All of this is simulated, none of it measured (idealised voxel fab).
process module | voxel released beams
cross-section cut | 275 nm wide | cells 5 nm
A cross-section is a grid of square cells, given in bands from the top down. A band is one or more rows of cells.
Each band's line starts with the height of the band's top and of its bottom, in nm. Then come its materials from left to right, each with its width in nm. One material with "throughout" fills the band from edge to edge. "air" is empty space.
Height 0 is the level under which the wafer as received is all one material. The lowest band goes on downwards, as in "0 down".
A width such as "30 to 40" changes by the same amount from each row of cells to the next, from the band's top row to its bottom row.
"no change" after a step means that no cell of the cross-section changed.
closed voids: empty space of 8 cells or more with no open way to the top, each as width x height at its distance from the left edge, in nm
after a step's settings: what the simulator itself notes on the step
overlay nm, on a step with a mask: how far to the right of its planned place the mask lay; to the left if negative
plan
1 op RECEIVE | material Si
2 op CONFORMAL_DEP | material Al2O3 | thk nm 5
3 op DIRECTIONAL_DEP | material SiO2 | thk nm 10
4 op DIRECTIONAL_DEP | material aC | thk nm 15
5 op PATTERN | tone open | mask id ANCHOR | material resist | width nm 45 | thk nm 35 | overlay nm 0
6 op DIRECTIONAL_ETCH | etch materials aC | depth nm 15
7 op STRIP | etch materials resist
8 op DIRECTIONAL_ETCH | etch materials SiO2 | depth nm 10
9 op STRIP | etch materials aC
10 op CONFORMAL_DEP | material polySi | thk nm 15
11 op PATTERN | tone cover | mask id BEAM | material resist | width nm 95 | thk nm 20 | overlay nm 0
12 op DIRECTIONAL_ETCH | etch materials polySi | depth nm 15
13 op STRIP | etch materials resist
14 op STRIP | etch materials SiO2
first wafer, as planned
as received, after step 1
  0 down: Si throughout
  closed voids: none
after step 2
  5 to 0: Al2O3 throughout
  below 0: unchanged
after step 3
  15 to 5: SiO2 throughout
  below 5: unchanged
after step 4
  30 to 15: aC throughout
  below 15: unchanged
after step 5
  65 to 30: resist 90 | air 45 | resist 140
  below 30: unchanged
after step 6
  50 to 30: resist 90 | air 45 | resist 140
  30 to 15: aC 90 | air 45 | aC 140
  below 15: unchanged
after step 7
  30 to 15: aC 90 | air 45 | aC 140
  below 15: unchanged
after step 8
  30 to 15: aC 90 | air 45 | aC 140
  15 to 5: SiO2 90 | air 45 | SiO2 140
  below 5: unchanged
after step 9
  15 to 5: SiO2 90 | air 45 | SiO2 140
  below 5: unchanged
after step 10
  30 to 20: polySi 105 | air 15 | polySi 155
  20 to 15: polySi throughout
  15 to 5: SiO2 90 | polySi 45 | SiO2 140
  below 5: unchanged
after step 11
  50 to 30: air 85 | resist 95 | air 95
  30 to 20: polySi 105 | resist 15 | polySi 155
  below 20: unchanged
after step 12
  50 to 30: air 85 | resist 95 | air 95
  30 to 20: air 85 | polySi 20 | resist 15 | polySi 60 | air 95
  20 to 15: air 85 | polySi 95 | air 95
  below 15: unchanged
after step 13
  30 to 20: air 85 | polySi 20 | air 15 | polySi 60 | air 95
  below 20: unchanged
after step 14
  30 to 20: air 85 | polySi 20 | air 15 | polySi 60 | air 95
  20 to 15: air 85 | polySi 95 | air 95
  15 to 5: air 90 | polySi 45 | air 140
  below 5: unchanged
second wafer: like start, like plan, one mistake. Through step 4 it matches the first wafer
when step 5 should have ended
  65 to 30: air 90 | resist 45 | air 140
  below 30: unchanged
when step 6 should have ended
  50 to 30: air 90 | resist 45 | air 140
  30 to 15: air 90 | aC 45 | air 140
  below 15: unchanged
when step 7 should have ended
  30 to 15: air 90 | aC 45 | air 140
  below 15: unchanged
when step 8 should have ended
  30 to 15: air 90 | aC 45 | air 140
  15 to 5: air 90 | SiO2 45 | air 140
  below 5: unchanged
when step 9 should have ended
  15 to 5: air 90 | SiO2 45 | air 140
  below 5: unchanged
when step 10 should have ended
  30 to 20: air 75 | polySi 75 | air 125
  20 to 15: polySi throughout
  15 to 5: polySi 90 | SiO2 45 | polySi 140
  below 5: unchanged
when step 11 should have ended
  50 to 30: air 85 | resist 95 | air 95
  30 to 20: air 75 | polySi 75 | resist 30 | air 95
  below 20: unchanged
when step 12 should have ended
  50 to 30: air 85 | resist 95 | air 95
  30 to 20: air 85 | polySi 65 | resist 30 | air 95
  20 to 15: air 85 | polySi 95 | air 95
  15 to 5: air 75 | polySi 15 | SiO2 45 | polySi 45 | air 95
  below 5: unchanged
when step 13 should have ended
  30 to 20: air 85 | polySi 65 | air 125
  below 20: unchanged
when step 14 should have ended: no change
what went wrong: step 5 ran as: op PATTERN | tone cover | mask id ANCHOR | material resist | width nm 45 | thk nm 35 | overlay nm 0
at the end the second wafer has, in cells: 18 more of SiO2
